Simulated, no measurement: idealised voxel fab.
process module | voxel transistor to metal
cross-section cut | 215 nm wide | cells 5 nm
A cross-section is a grid of square cells, given in bands from the top down. A band is one or more rows of cells.
Each band's line starts with the height of the band's top and of its bottom, in nm. Then come its materials from left to right, each with its width in nm. One material with "throughout" fills the band from edge to edge. "air" is empty space.
Height 0 is the level under which the wafer as received is all one material. The lowest band goes on downwards, as in "0 down".
A width such as "30 to 40" changes by the same amount from each row of cells to the next, from the band's top row to its bottom row.
"no change" after a step means that no cell of the cross-section changed.
closed voids: empty space of 8 cells or more with no open way to the top, each as width x height at its distance from the left edge, in nm
after a step's settings: what the simulator itself notes on the step
overlay nm, on a step with a mask: how far to the right of its planned place the mask lay; to the left if negative
Each pair below shows a cross-section before one step and the cross-section after it, down to the lowest band that changed. The line under each pair gives the step between them, with its settings. The pairs can come from different runs of this module on the same starting wafer, so a pair continues from the pair above only where its "before" says so.
before
  55 to 50: TiN 60 | air 10 | TiN 70 | air 10 | TiN 65
  50 to 40: SiO2 55 | TiN 5 | air 10 | TiN 5 | SiO2 60 | TiN 5 | air 10 | TiN 5 | SiO2 60
  40 to 30: SiO2 55 | TiN 5 | air 10 | TiN 5 | SiO2 15 | SiN 10 | SiCN 20 | SiN 10 | SiO2 5 | TiN 5 | air 10 | TiN 5 | SiO2 60
  30 to 10: SiO2 55 | TiN 5 | air 10 | TiN 5 | SiO2 15 | SiN 10 | polySi 20 | SiN 10 | SiO2 5 | TiN 5 | air 10 | TiN 5 | SiO2 60
  10 to 5: SiO2 55 | TiN 5 | air 10 | TiN 5 | SiO2 15 | SiN 10 | polySi 20 | SiN 10 | SiO2 5 | TiN 10 | air 5 | TiN 5 | SiO2 60
  5 to 0: SiO2 45 | SiN 10 | TiN 5 | air 10 | TiN 5 | SiO2 5 | pSi 10 | SiN 10 | polySi 20 | SiN 10 | pSi 10 | TiN 5 | air 5 | TiN 5 | SiN 10 | SiO2 50
  0 to -5: SiO2 55 | TiN 20 | SiO2 5 | pSi 10 | SiO2 40 | pSi 10 | TiN 15 | SiO2 60
  -5 to -15: SiO2 55 | pSi 35 | Si 40 | pSi 25 | SiO2 60
  -15 to -25: SiO2 55 | Si 100 | SiO2 60
  -25 down: Si throughout
  closed voids: none
after
  60 to 55: Ru throughout
  55 to 50: TiN 60 | Ru 10 | TiN 70 | Ru 10 | TiN 65
  50 to 40: SiO2 55 | TiN 5 | Ru 10 | TiN 5 | SiO2 60 | TiN 5 | Ru 10 | TiN 5 | SiO2 60
  40 to 30: SiO2 55 | TiN 5 | Ru 10 | TiN 5 | SiO2 15 | SiN 10 | SiCN 20 | SiN 10 | SiO2 5 | TiN 5 | Ru 10 | TiN 5 | SiO2 60
  30 to 10: SiO2 55 | TiN 5 | Ru 10 | TiN 5 | SiO2 15 | SiN 10 | polySi 20 | SiN 10 | SiO2 5 | TiN 5 | Ru 10 | TiN 5 | SiO2 60
  10 to 5: SiO2 55 | TiN 5 | Ru 10 | TiN 5 | SiO2 15 | SiN 10 | polySi 20 | SiN 10 | SiO2 5 | TiN 10 | Ru 5 | TiN 5 | SiO2 60
  5 to 0: SiO2 45 | SiN 10 | TiN 5 | Ru 10 | TiN 5 | SiO2 5 | pSi 10 | SiN 10 | polySi 20 | SiN 10 | pSi 10 | TiN 5 | Ru 5 | TiN 5 | SiN 10 | SiO2 50
  below 0: unchanged
  closed voids: none
the step between: op FILL_DEP | material Ru | thk nm 5
before: the cross-section after the pair above
after
  50 to 40: SiO2 55 | TiN 5 | Ru 10 | TiN 5 | SiO2 60 | TiN 5 | Ru 10 | TiN 5 | SiO2 60
  below 40: unchanged
  closed voids: none
the step between: op CMP | height nm 50
before: the cross-section after the pair above
after
  55 to 50: SiCN throughout
  below 50: unchanged
  closed voids: none
the step between: op CONFORMAL_DEP | material SiCN | thk nm 5
before: the cross-section after the pair above
after
  75 to 55: lowk throughout
  below 55: unchanged
  closed voids: none
the step between: op DIRECTIONAL_DEP | material lowk | thk nm 20
before: the cross-section after the pair above
after
  90 to 75: resist 55 | air 20 | resist 60 | air 20 | resist 60
  below 75: unchanged
  closed voids: none
the step between: op PATTERN | tone open | mask id METAL_1 | material resist | width nm 20 | pitch nm 80 | thk nm 15 | overlay nm 0
before: the cross-section after the pair above
after
  90 to 75: resist 55 | air 20 | resist 60 | air 20 | resist 60
  75 to 55: lowk 55 | air 20 | lowk 60 | air 20 | lowk 60
  below 55: unchanged
  closed voids: none
the step between: op DIRECTIONAL_ETCH | etch materials lowk | depth nm 20
before: the cross-section after the pair above
after
  90 to 75: resist 55 | air 20 | resist 60 | air 20 | resist 60
  75 to 55: lowk 55 | air 20 | lowk 60 | air 20 | lowk 60
  55 to 50: SiCN 55 | air 20 | SiCN 60 | air 20 | SiCN 60
  below 50: unchanged
  closed voids: none
the step between: op DIRECTIONAL_ETCH | etch materials SiCN | depth nm 5
before: the cross-section after the pair above
after
  75 to 55: lowk 55 | air 20 | lowk 60 | air 20 | lowk 60
  below 55: unchanged
  closed voids: none
the step between: op STRIP | etch materials resist
before: the cross-section after the pair above
after
  80 to 75: TiN 60 | air 10 | TiN 70 | air 10 | TiN 65
  75 to 55: lowk 55 | TiN 5 | air 10 | TiN 5 | lowk 60 | TiN 5 | air 10 | TiN 5 | lowk 60
  55 to 50: SiCN 55 | TiN 20 | SiCN 60 | TiN 20 | SiCN 60
  below 50: unchanged
  closed voids: none
the step between: op CONFORMAL_DEP | material TiN | thk nm 5
before: the cross-section after the pair above
after
  90 to 80: Cu throughout
  80 to 75: TiN 60 | Cu 10 | TiN 70 | Cu 10 | TiN 65
  75 to 55: lowk 55 | TiN 5 | Cu 10 | TiN 5 | lowk 60 | TiN 5 | Cu 10 | TiN 5 | lowk 60
  below 55: unchanged
  closed voids: none
the step between: op FILL_DEP | material Cu | thk nm 10
before: the cross-section after the pair above
after
  75 to 55: lowk 55 | TiN 5 | Cu 10 | TiN 5 | lowk 60 | TiN 5 | Cu 10 | TiN 5 | lowk 60
  below 55: unchanged
  closed voids: none
the step between: op CMP | height nm 75
before: the cross-section after the pair above
after
  80 to 75: SiCN throughout
  below 75: unchanged
  closed voids: none
the step between: op CONFORMAL_DEP | material SiCN | thk nm 5
before: the cross-section after the pair above
after
  115 to 80: SiO2 throughout
  below 80: unchanged
  closed voids: none
the step between: op DIRECTIONAL_DEP | material SiO2 | thk nm 35
before: the cross-section after the pair above
after
  130 to 115: aC throughout
  below 115: unchanged
  closed voids: none
the step between: op DIRECTIONAL_DEP | material aC | thk nm 15
before: the cross-section after the pair above
after
  165 to 130: resist 55 | air 15 | resist 65 | air 15 | resist 65
  below 130: unchanged
  closed voids: none
the step between: op PATTERN | tone open | mask id METAL_2_HOLES | material resist | width nm 15 | pitch nm 80 | thk nm 35 | overlay nm 0
before: the cross-section after the pair above
after
  150 to 130: resist 55 | air 15 | resist 65 | air 15 | resist 65
  130 to 115: aC 55 | air 15 | aC 65 | air 15 | aC 65
  below 115: unchanged
  closed voids: none
the step between: op DIRECTIONAL_ETCH | etch materials aC | depth nm 15
before: the cross-section after the pair above
after
  130 to 115: aC 55 | air 15 | aC 65 | air 15 | aC 65
  below 115: unchanged
  closed voids: none
the step between: op STRIP | etch materials resist
before: the cross-section after the pair above
after
  130 to 115: aC 55 | air 15 | aC 65 | air 15 | aC 65
  115 to 80: SiO2 55 | air 15 | SiO2 65 | air 15 | SiO2 65
  below 80: unchanged
  closed voids: none
the step between: op DIRECTIONAL_ETCH | etch materials SiO2 | depth nm 35
before: the cross-section after the pair above
after
  115 to 80: SiO2 55 | air 15 | SiO2 65 | air 15 | SiO2 65
  below 80: unchanged
  closed voids: none
the step between: op STRIP | etch materials aC
before: the cross-section after the pair above
after
  115 to 95: SiO2 55 | air 20 | SiO2 60 | air 20 | SiO2 60
  below 95: unchanged
  closed voids: none
the step between: op MASKED_ETCH | tone open | mask id METAL_2 | width nm 20 | pitch nm 80 | etch materials SiO2 | depth nm 20 | overlay nm 0
before: the cross-section after the pair above
after
  115 to 95: SiO2 55 | air 20 | SiO2 60 | air 20 | SiO2 60
  95 to 80: SiO2 55 | air 15 | SiO2 65 | air 15 | SiO2 65
  80 to 75: SiCN 55 | air 15 | SiCN 65 | air 15 | SiCN 65
  below 75: unchanged
  closed voids: none
the step between: op MASKED_ETCH | tone open | mask id METAL_2 | width nm 20 | pitch nm 80 | etch materials SiCN | depth nm 5 | overlay nm 0
before: the cross-section after the pair above
after
  120 to 115: TiN 60 | air 10 | TiN 70 | air 10 | TiN 65
  115 to 100: SiO2 55 | TiN 5 | air 10 | TiN 5 | SiO2 60 | TiN 5 | air 10 | TiN 5 | SiO2 60
  100 to 95: SiO2 55 | TiN 5 | air 5 | TiN 10 | SiO2 60 | TiN 5 | air 5 | TiN 10 | SiO2 60
  95 to 80: SiO2 55 | TiN 5 | air 5 | TiN 5 | SiO2 65 | TiN 5 | air 5 | TiN 5 | SiO2 65
  80 to 75: SiCN 55 | TiN 15 | SiCN 65 | TiN 15 | SiCN 65
  below 75: unchanged
  closed voids: none
the step between: op CONFORMAL_DEP | material TiN | thk nm 5
before: the cross-section after the pair above
after
  125 to 120: Ru throughout
  120 to 115: TiN 60 | Ru 10 | TiN 70 | Ru 10 | TiN 65
  115 to 100: SiO2 55 | TiN 5 | Ru 10 | TiN 5 | SiO2 60 | TiN 5 | Ru 10 | TiN 5 | SiO2 60
  100 to 95: SiO2 55 | TiN 5 | Ru 5 | TiN 10 | SiO2 60 | TiN 5 | Ru 5 | TiN 10 | SiO2 60
  95 to 80: SiO2 55 | TiN 5 | Ru 5 | TiN 5 | SiO2 65 | TiN 5 | Ru 5 | TiN 5 | SiO2 65
  below 80: unchanged
  closed voids: none
the step between: op FILL_DEP | material Ru | thk nm 5
before: the cross-section after the pair above
after
  115 to 100: SiO2 55 | TiN 5 | Ru 10 | TiN 5 | SiO2 60 | TiN 5 | Ru 10 | TiN 5 | SiO2 60
  below 100: unchanged
  closed voids: none
the step between: op CMP | height nm 115
before: the cross-section after the pair above
after
  120 to 115: SiCN throughout
  below 115: unchanged
  closed voids: none
the step between: op CONFORMAL_DEP | material SiCN | thk nm 5
before
  75 to 55: lowk 55 | air 20 | lowk 60 | air 20 | lowk 60
  55 to 50: SiCN 55 | air 20 | SiCN 60 | air 20 | SiCN 60
  50 to 40: SiO2 55 | TiN 5 | Ru 10 | TiN 5 | SiO2 60 | TiN 5 | Ru 10 | TiN 5 | SiO2 60
  40 to 30: SiO2 55 | TiN 5 | Ru 10 | TiN 5 | SiO2 10 | SiN 10 | SiCN 20 | SiN 10 | SiO2 10 | TiN 5 | Ru 10 | TiN 5 | SiO2 60
  30 to 5: SiO2 55 | TiN 5 | Ru 10 | TiN 5 | SiO2 10 | SiN 10 | polySi 20 | SiN 10 | SiO2 10 | TiN 5 | Ru 10 | TiN 5 | SiO2 60
  5 to 0: SiO2 45 | SiN 10 | TiN 5 | Ru 10 | TiN 5 | pSi 10 | SiN 10 | polySi 20 | SiN 10 | pSi 10 | TiN 5 | Ru 10 | TiN 5 | SiN 10 | SiO2 50
  0 to -5: SiO2 55 | TiN 20 | pSi 10 | SiO2 40 | pSi 10 | TiN 20 | SiO2 60
  -5 to -15: SiO2 55 | pSi 30 | Si 40 | pSi 30 | SiO2 60
  -15 to -25: SiO2 55 | Si 100 | SiO2 60
  -25 down: Si throughout
  closed voids: none
after
  80 to 75: SiCN 60 | air 10 | SiCN 70 | air 10 | SiCN 65
  75 to 55: lowk 55 | SiCN 5 | air 10 | SiCN 5 | lowk 60 | SiCN 5 | air 10 | SiCN 5 | lowk 60
  55 to 50: SiCN throughout
  below 50: unchanged
  closed voids: none
the step between: op CONFORMAL_DEP | material SiCN | thk nm 5
before: the cross-section after the pair above
after
  90 to 80: Cu throughout
  80 to 75: SiCN 60 | Cu 10 | SiCN 70 | Cu 10 | SiCN 65
  75 to 55: lowk 55 | SiCN 5 | Cu 10 | SiCN 5 | lowk 60 | SiCN 5 | Cu 10 | SiCN 5 | lowk 60
  below 55: unchanged
  closed voids: none
the step between: op FILL_DEP | material Cu | thk nm 10
before: the cross-section after the pair above
after
  75 to 55: lowk 55 | SiCN 5 | Cu 10 | SiCN 5 | lowk 60 | SiCN 5 | Cu 10 | SiCN 5 | lowk 60
  below 55: unchanged
  closed voids: none
the step between: op CMP | height nm 75
before: the cross-section after the pair above
after
  80 to 75: SiCN throughout
  below 75: unchanged
  closed voids: none
the step between: op CONFORMAL_DEP | material SiCN | thk nm 5
before: the cross-section after the pair above
after
  115 to 80: SiO2 throughout
  below 80: unchanged
  closed voids: none
the step between: op DIRECTIONAL_DEP | material SiO2 | thk nm 35
before: the cross-section after the pair above
after
  130 to 115: aC throughout
  below 115: unchanged
  closed voids: none
the step between: op DIRECTIONAL_DEP | material aC | thk nm 15
before: the cross-section after the pair above
after
  165 to 130: resist 55 | air 15 | resist 65 | air 15 | resist 65
  below 130: unchanged
  closed voids: none
the step between: op PATTERN | tone open | mask id METAL_2_HOLES | material resist | width nm 15 | pitch nm 80 | thk nm 35 | overlay nm 0
before: the cross-section after the pair above
after
  150 to 130: resist 55 | air 15 | resist 65 | air 15 | resist 65
  130 to 115: aC 55 | air 15 | aC 65 | air 15 | aC 65
  below 115: unchanged
  closed voids: none
the step between: op DIRECTIONAL_ETCH | etch materials aC | depth nm 15
before: the cross-section after the pair above
after
  130 to 115: aC 55 | air 15 | aC 65 | air 15 | aC 65
  below 115: unchanged
  closed voids: none
the step between: op STRIP | etch materials resist
before: the cross-section after the pair above
after
  130 to 115: aC 55 | air 15 | aC 65 | air 15 | aC 65
  115 to 80: SiO2 55 | air 15 | SiO2 65 | air 15 | SiO2 65
  below 80: unchanged
  closed voids: none
the step between: op DIRECTIONAL_ETCH | etch materials SiO2 | depth nm 35
before: the cross-section after the pair above
after
  115 to 80: SiO2 55 | air 15 | SiO2 65 | air 15 | SiO2 65
  below 80: unchanged
  closed voids: none
the step between: op STRIP | etch materials aC
before: the cross-section after the pair above
after
  115 to 95: SiO2 55 | air 20 | SiO2 60 | air 20 | SiO2 60
  below 95: unchanged
  closed voids: none
the step between: op MASKED_ETCH | tone open | mask id METAL_2 | width nm 20 | pitch nm 80 | etch materials SiO2 | depth nm 20 | overlay nm 0
before: the cross-section after the pair above
after
  115 to 95: SiO2 55 | air 20 | SiO2 60 | air 20 | SiO2 60
  95 to 80: SiO2 55 | air 15 | SiO2 65 | air 15 | SiO2 65
  80 to 75: SiCN 55 | air 15 | SiCN 65 | air 15 | SiCN 65
  below 75: unchanged
  closed voids: none
the step between: op MASKED_ETCH | tone open | mask id METAL_2 | width nm 20 | pitch nm 80 | etch materials SiCN | depth nm 5 | overlay nm 0
before: the cross-section after the pair above
after
  120 to 115: TiN 60 | air 10 | TiN 70 | air 10 | TiN 65
  115 to 100: SiO2 55 | TiN 5 | air 10 | TiN 5 | SiO2 60 | TiN 5 | air 10 | TiN 5 | SiO2 60
  100 to 95: SiO2 55 | TiN 5 | air 5 | TiN 10 | SiO2 60 | TiN 5 | air 5 | TiN 10 | SiO2 60
  95 to 80: SiO2 55 | TiN 5 | air 5 | TiN 5 | SiO2 65 | TiN 5 | air 5 | TiN 5 | SiO2 65
  80 to 75: SiCN 55 | TiN 15 | SiCN 65 | TiN 15 | SiCN 65
  below 75: unchanged
  closed voids: none
the step between: op CONFORMAL_DEP | material TiN | thk nm 5
before: the cross-section after the pair above
after
  125 to 120: Ru throughout
  120 to 115: TiN 60 | Ru 10 | TiN 70 | Ru 10 | TiN 65
  115 to 100: SiO2 55 | TiN 5 | Ru 10 | TiN 5 | SiO2 60 | TiN 5 | Ru 10 | TiN 5 | SiO2 60
  100 to 95: SiO2 55 | TiN 5 | Ru 5 | TiN 10 | SiO2 60 | TiN 5 | Ru 5 | TiN 10 | SiO2 60
  95 to 80: SiO2 55 | TiN 5 | Ru 5 | TiN 5 | SiO2 65 | TiN 5 | Ru 5 | TiN 5 | SiO2 65
  below 80: unchanged
  closed voids: none
the step between: op FILL_DEP | material Ru | thk nm 5
before: the cross-section after the pair above
after
  115 to 100: SiO2 55 | TiN 5 | Ru 10 | TiN 5 | SiO2 60 | TiN 5 | Ru 10 | TiN 5 | SiO2 60
  below 100: unchanged
  closed voids: none
the step between: op CMP | height nm 115
before: the cross-section after the pair above
after
  120 to 115: SiCN throughout
  below 115: unchanged
  closed voids: none
the step between: op CONFORMAL_DEP | material SiCN | thk nm 5
before
  15 to 5: SiN throughout
  5 to 0: SiO2 throughout
  0 down: Si throughout
  closed voids: none
after
  30 to 15: resist 50 | air 110 | resist 55
  below 15: unchanged
  closed voids: none
the step between: op PATTERN | tone open | mask id ACTIVE | material resist | width nm 110 | thk nm 15 | overlay nm 0
before: the cross-section after the pair above
after
  30 to 15: resist 50 | air 110 | resist 55
  15 to 5: SiN 50 | air 110 | SiN 55
  below 5: unchanged
  closed voids: none
the step between: op DIRECTIONAL_ETCH | etch materials SiN | depth nm 10
before: the cross-section after the pair above
after
  30 to 15: resist 50 | air 110 | resist 55
  15 to 5: SiN 50 | air 110 | SiN 55
  5 to 0: SiO2 50 | air 110 | SiO2 55
  below 0: unchanged
  closed voids: none
the step between: op DIRECTIONAL_ETCH | etch materials SiO2 | depth nm 5
before: the cross-section after the pair above
after
  30 to 15: resist 50 | air 110 | resist 55
  15 to 5: SiN 50 | air 110 | SiN 55
  5 to 0: SiO2 50 | air 110 | SiO2 55
  0 to -20: Si 50 | air 110 | Si 55
  below -20: unchanged
  closed voids: none
the step between: op DIRECTIONAL_ETCH | etch materials Si | depth nm 20
before: the cross-section after the pair above
after
  15 to 5: SiN 50 | air 110 | SiN 55
  below 5: unchanged
  closed voids: none
the step between: op STRIP | etch materials resist
before: the cross-section after the pair above
after
  15 to 5: SiN 50 | air 110 | SiN 55
  5 to 0: SiO2 50 | air 110 | SiO2 55
  0 to -20: Si 45 | SiO2 5 | air 110 | SiO2 5 | Si 50
  -20 to -25: Si 45 | SiO2 120 | Si 50
  below -25: unchanged
  closed voids: none
the step between: op OXIDIZE | depth nm 5
before: the cross-section after the pair above
after
  30 to 15: SiO2 throughout
  15 to 5: SiN 50 | SiO2 110 | SiN 55
  5 to 0: SiO2 throughout
  0 to -25: Si 45 | SiO2 120 | Si 50
  below -25: unchanged
  closed voids: none
the step between: op FILL_DEP | material SiO2 | thk nm 15
before: the cross-section after the pair above
after
  15 to 5: SiN 50 | SiO2 110 | SiN 55
  below 5: unchanged
  closed voids: none
the step between: op CMP | height nm 15
before: the cross-section after the pair above
after
  15 to 10: SiN 50 | air 110 | SiN 55
  below 10: unchanged
  closed voids: none
the step between: op SELECTIVE_ETCH | etch materials SiO2 | depth nm 5
before: the cross-section after the pair above
after
  10 to 5: air 50 | SiO2 110 | air 55
  below 5: unchanged
  closed voids: none
the step between: op STRIP | etch materials SiN
before: the cross-section after the pair above
after
  5 to 0: air 55 | SiO2 100 | air 60
  below 0: unchanged
  closed voids: none
the step between: op SELECTIVE_ETCH | etch materials SiO2 | depth nm 5
before: the cross-section after the pair above
after
  5 to 0: air 55 | SiO2 100 | air 60
  0 to -5: SiO2 throughout
  below -5: unchanged
  closed voids: none
the step between: op OXIDIZE | depth nm 5
before: the cross-section after the pair above
after
  35 to 30: air 55 | polySi 100 | air 60
  30 to 5: polySi throughout
  5 to 0: polySi 55 | SiO2 100 | polySi 60
  below 0: unchanged
  closed voids: none
the step between: op DIRECTIONAL_DEP | material polySi | thk nm 30
before: the cross-section after the pair above
after
  45 to 40: air 55 | SiCN 100 | air 60
  40 to 35: SiCN throughout
  35 to 30: SiCN 55 | polySi 100 | SiCN 60
  below 30: unchanged
  closed voids: none
the step between: op DIRECTIONAL_DEP | material SiCN | thk nm 10
before: the cross-section after the pair above
after
  60 to 45: air 95 | resist 20 | air 100
  below 45: unchanged
  closed voids: none
the step between: op PATTERN | tone cover | mask id GATE | material resist | width nm 20 | thk nm 15 | overlay nm 0
before: the cross-section after the pair above
after
  60 to 45: air 95 | resist 20 | air 100
  45 to 35: air 95 | SiCN 20 | air 100
  35 to 30: air 55 | polySi 100 | air 60
  below 30: unchanged
  closed voids: none
the step between: op DIRECTIONAL_ETCH | etch materials SiCN | depth nm 20
before: the cross-section after the pair above
after
  60 to 45: air 95 | resist 20 | air 100
  45 to 35: air 95 | SiCN 20 | air 100
  35 to 5: air 95 | polySi 20 | air 100
  5 to 0: air 55 | SiO2 100 | air 60
  below 0: unchanged
  closed voids: none
the step between: op DIRECTIONAL_ETCH | etch materials polySi | depth nm 40
before: the cross-section after the pair above
after
  45 to 35: air 95 | SiCN 20 | air 100
  below 35: unchanged
  closed voids: none
the step between: op STRIP | etch materials resist
before: the cross-section after the pair above
after
  55 to 45: air 85 | SiN 40 | air 90
  45 to 35: air 85 | SiN 10 | SiCN 20 | SiN 10 | air 90
  35 to 15: air 85 | SiN 10 | polySi 20 | SiN 10 | air 90
  15 to 10: air 45 | SiN 50 | polySi 20 | SiN 50 | air 50
  10 to 5: SiN 95 | polySi 20 | SiN 100
  5 to 0: SiN 55 | SiO2 100 | SiN 60
  below 0: unchanged
  closed voids: none
the step between: op CONFORMAL_DEP | material SiN | thk nm 10
before: the cross-section after the pair above
after
  45 to 35: air 85 | SiN 10 | SiCN 20 | SiN 10 | air 90
  35 to 5: air 85 | SiN 10 | polySi 20 | SiN 10 | air 90
  5 to 0: air 45 | SiN 10 | SiO2 100 | SiN 10 | air 50
  below 0: unchanged
  closed voids: none
the step between: op DIRECTIONAL_ETCH | etch materials SiN | depth nm 10
before: the cross-section after the pair above
after
  45 to 35: air 85 | SiN 10 | SiCN 20 | SiN 10 | air 90
  35 to 5: air 85 | SiN 10 | polySi 20 | SiN 10 | air 90
  5 to 0: air 45 | SiN 10 | air 30 | SiO2 40 | air 30 | SiN 10 | air 50
  0 to -5: air 45 | SiO2 120 | air 50
  below -5: unchanged
  closed voids: none
the step between: op DIRECTIONAL_ETCH | etch materials SiO2 | depth nm 5
before: the cross-section after the pair above
after
  45 to 35: air 85 | SiN 10 | SiCN 20 | SiN 10 | air 90
  35 to 5: air 85 | SiN 10 | polySi 20 | SiN 10 | air 90
  5 to 0: air 45 | SiN 10 | air 30 | SiO2 40 | air 30 | SiN 10 | air 50
  0 to -15: air 45 | SiO2 120 | air 50
  below -15: unchanged
  closed voids: none
the step between: op DIRECTIONAL_ETCH | etch materials Si | depth nm 10
before: the cross-section after the pair above
after
  45 to 35: air 85 | SiN 10 | SiCN 20 | SiN 10 | air 90
  35 to 5: air 85 | SiN 10 | polySi 20 | SiN 10 | air 90
  5 to 0: air 45 | SiN 10 | air 30 | SiO2 40 | air 30 | SiN 10 | air 50
  0 to -5: air 45 | SiO2 120 | air 50
  -5 to -15: pSi 45 | SiO2 120 | pSi 50
  below -15: unchanged
  closed voids: none
the step between: op EPI | material pSi | thk nm 10
before: the cross-section after the pair above
after
  50 to 45: SiO2 throughout
  45 to 35: SiO2 85 | SiN 10 | SiCN 20 | SiN 10 | SiO2 90
  35 to 5: SiO2 85 | SiN 10 | polySi 20 | SiN 10 | SiO2 90
  5 to 0: SiO2 45 | SiN 10 | SiO2 100 | SiN 10 | SiO2 50
  0 to -5: SiO2 throughout
  below -5: unchanged
  closed voids: none
the step between: op FILL_DEP | material SiO2 | thk nm 5
before: the cross-section after the pair above
after
  40 to 35: SiO2 85 | SiN 10 | SiCN 20 | SiN 10 | SiO2 90
  below 35: unchanged
  closed voids: none
the step between: op CMP | height nm 40
before: the cross-section after the pair above
after
  50 to 40: SiO2 throughout
  below 40: unchanged
  closed voids: none
the step between: op DIRECTIONAL_DEP | material SiO2 | thk nm 10
before: the cross-section after the pair above
after
  70 to 50: resist 55 | air 20 | resist 60 | air 20 | resist 60
  below 50: unchanged
  closed voids: none
the step between: op PATTERN | tone open | mask id CONTACT | material resist | width nm 20 | pitch nm 80 | thk nm 20 | overlay nm 0
before: the cross-section after the pair above
after
  70 to 50: resist 55 | air 20 | resist 60 | air 20 | resist 60
  50 to 40: SiO2 55 | air 20 | SiO2 60 | air 20 | SiO2 60
  40 to 35: SiO2 55 | air 20 | SiO2 10 | SiN 10 | SiCN 20 | SiN 10 | SiO2 10 | air 20 | SiO2 60
  35 to 5: SiO2 55 | air 20 | SiO2 10 | SiN 10 | polySi 20 | SiN 10 | SiO2 10 | air 20 | SiO2 60
  5 to 0: SiO2 45 | SiN 10 | air 20 | SiO2 60 | air 20 | SiN 10 | SiO2 50
  0 to -5: SiO2 55 | air 20 | SiO2 60 | air 20 | SiO2 60
  below -5: unchanged
  closed voids: none
the step between: op DIRECTIONAL_ETCH | etch materials SiO2 | depth nm 55
before: the cross-section after the pair above
after
  50 to 40: SiO2 55 | air 20 | SiO2 60 | air 20 | SiO2 60
  below 40: unchanged
  closed voids: none
the step between: op STRIP | etch materials resist
before: the cross-section after the pair above
after
  55 to 50: TiN 60 | air 10 | TiN 70 | air 10 | TiN 65
  50 to 40: SiO2 55 | TiN 5 | air 10 | TiN 5 | SiO2 60 | TiN 5 | air 10 | TiN 5 | SiO2 60
  40 to 35: SiO2 55 | TiN 5 | air 10 | TiN 5 | SiO2 10 | SiN 10 | SiCN 20 | SiN 10 | SiO2 10 | TiN 5 | air 10 | TiN 5 | SiO2 60
  35 to 5: SiO2 55 | TiN 5 | air 10 | TiN 5 | SiO2 10 | SiN 10 | polySi 20 | SiN 10 | SiO2 10 | TiN 5 | air 10 | TiN 5 | SiO2 60
  5 to 0: SiO2 45 | SiN 10 | TiN 5 | air 10 | TiN 5 | SiO2 60 | TiN 5 | air 10 | TiN 5 | SiN 10 | SiO2 50
  0 to -5: SiO2 55 | TiN 20 | SiO2 60 | TiN 20 | SiO2 60
  below -5: unchanged
  closed voids: none
the step between: op CONFORMAL_DEP | material TiN | thk nm 5
before: the cross-section after the pair above
after
  60 to 55: Ru throughout
  55 to 50: TiN 60 | Ru 10 | TiN 70 | Ru 10 | TiN 65
  50 to 40: SiO2 55 | TiN 5 | Ru 10 | TiN 5 | SiO2 60 | TiN 5 | Ru 10 | TiN 5 | SiO2 60
  40 to 35: SiO2 55 | TiN 5 | Ru 10 | TiN 5 | SiO2 10 | SiN 10 | SiCN 20 | SiN 10 | SiO2 10 | TiN 5 | Ru 10 | TiN 5 | SiO2 60
  35 to 5: SiO2 55 | TiN 5 | Ru 10 | TiN 5 | SiO2 10 | SiN 10 | polySi 20 | SiN 10 | SiO2 10 | TiN 5 | Ru 10 | TiN 5 | SiO2 60
  5 to 0: SiO2 45 | SiN 10 | TiN 5 | Ru 10 | TiN 5 | SiO2 60 | TiN 5 | Ru 10 | TiN 5 | SiN 10 | SiO2 50
  below 0: unchanged
  closed voids: none
the step between: op FILL_DEP | material Ru | thk nm 5
before: the cross-section after the pair above
after
  50 to 40: SiO2 55 | TiN 5 | Ru 10 | TiN 5 | SiO2 60 | TiN 5 | Ru 10 | TiN 5 | SiO2 60
  below 40: unchanged
  closed voids: none
the step between: op CMP | height nm 50
before: the cross-section after the pair above
after
  55 to 50: SiCN throughout
  below 50: unchanged
  closed voids: none
the step between: op CONFORMAL_DEP | material SiCN | thk nm 5
before: the cross-section after the pair above
after
  75 to 55: lowk throughout
  below 55: unchanged
  closed voids: none
the step between: op DIRECTIONAL_DEP | material lowk | thk nm 20
before: the cross-section after the pair above
after
  90 to 75: resist 55 | air 20 | resist 60 | air 20 | resist 60
  below 75: unchanged
  closed voids: none
the step between: op PATTERN | tone open | mask id METAL_1 | material resist | width nm 20 | pitch nm 80 | thk nm 15 | overlay nm 0
before: the cross-section after the pair above
after
  90 to 75: resist 55 | air 20 | resist 60 | air 20 | resist 60
  75 to 55: lowk 55 | air 20 | lowk 60 | air 20 | lowk 60
  below 55: unchanged
  closed voids: none
the step between: op DIRECTIONAL_ETCH | etch materials lowk | depth nm 20
before: the cross-section after the pair above
after
  90 to 75: resist 55 | air 20 | resist 60 | air 20 | resist 60
  75 to 55: lowk 55 | air 20 | lowk 60 | air 20 | lowk 60
  55 to 50: SiCN 55 | air 20 | SiCN 60 | air 20 | SiCN 60
  below 50: unchanged
  closed voids: none
the step between: op DIRECTIONAL_ETCH | etch materials SiCN | depth nm 5
before: the cross-section after the pair above
after
  75 to 55: lowk 55 | air 20 | lowk 60 | air 20 | lowk 60
  below 55: unchanged
  closed voids: none
the step between: op STRIP | etch materials resist
before: the cross-section after the pair above
after
  80 to 75: TiN 60 | air 10 | TiN 70 | air 10 | TiN 65
  75 to 55: lowk 55 | TiN 5 | air 10 | TiN 5 | lowk 60 | TiN 5 | air 10 | TiN 5 | lowk 60
  55 to 50: SiCN 55 | TiN 20 | SiCN 60 | TiN 20 | SiCN 60
  below 50: unchanged
  closed voids: none
the step between: op CONFORMAL_DEP | material TiN | thk nm 5
before: the cross-section after the pair above
after
  90 to 80: Cu throughout
  80 to 75: TiN 60 | Cu 10 | TiN 70 | Cu 10 | TiN 65
  75 to 55: lowk 55 | TiN 5 | Cu 10 | TiN 5 | lowk 60 | TiN 5 | Cu 10 | TiN 5 | lowk 60
  below 55: unchanged
  closed voids: none
the step between: op FILL_DEP | material Cu | thk nm 10
before: the cross-section after the pair above
after
  75 to 55: lowk 55 | TiN 5 | Cu 10 | TiN 5 | lowk 60 | TiN 5 | Cu 10 | TiN 5 | lowk 60
  below 55: unchanged
  closed voids: none
the step between: op CMP | height nm 75
before: the cross-section after the pair above
after
  80 to 75: SiCN throughout
  below 75: unchanged
  closed voids: none
the step between: op CONFORMAL_DEP | material SiCN | thk nm 5
before: the cross-section after the pair above
after
  115 to 80: SiO2 throughout
  below 80: unchanged
  closed voids: none
the step between: op DIRECTIONAL_DEP | material SiO2 | thk nm 35
before: the cross-section after the pair above
after
  130 to 115: aC throughout
  below 115: unchanged
  closed voids: none
the step between: op DIRECTIONAL_DEP | material aC | thk nm 15
before: the cross-section after the pair above
after
  165 to 130: resist 55 | air 15 | resist 65 | air 15 | resist 65
  below 130: unchanged
  closed voids: none
the step between: op PATTERN | tone open | mask id METAL_2_HOLES | material resist | width nm 15 | pitch nm 80 | thk nm 35 | overlay nm 0
before: the cross-section after the pair above
after
  150 to 130: resist 55 | air 15 | resist 65 | air 15 | resist 65
  130 to 115: aC 55 | air 15 | aC 65 | air 15 | aC 65
  below 115: unchanged
  closed voids: none
the step between: op DIRECTIONAL_ETCH | etch materials aC | depth nm 15
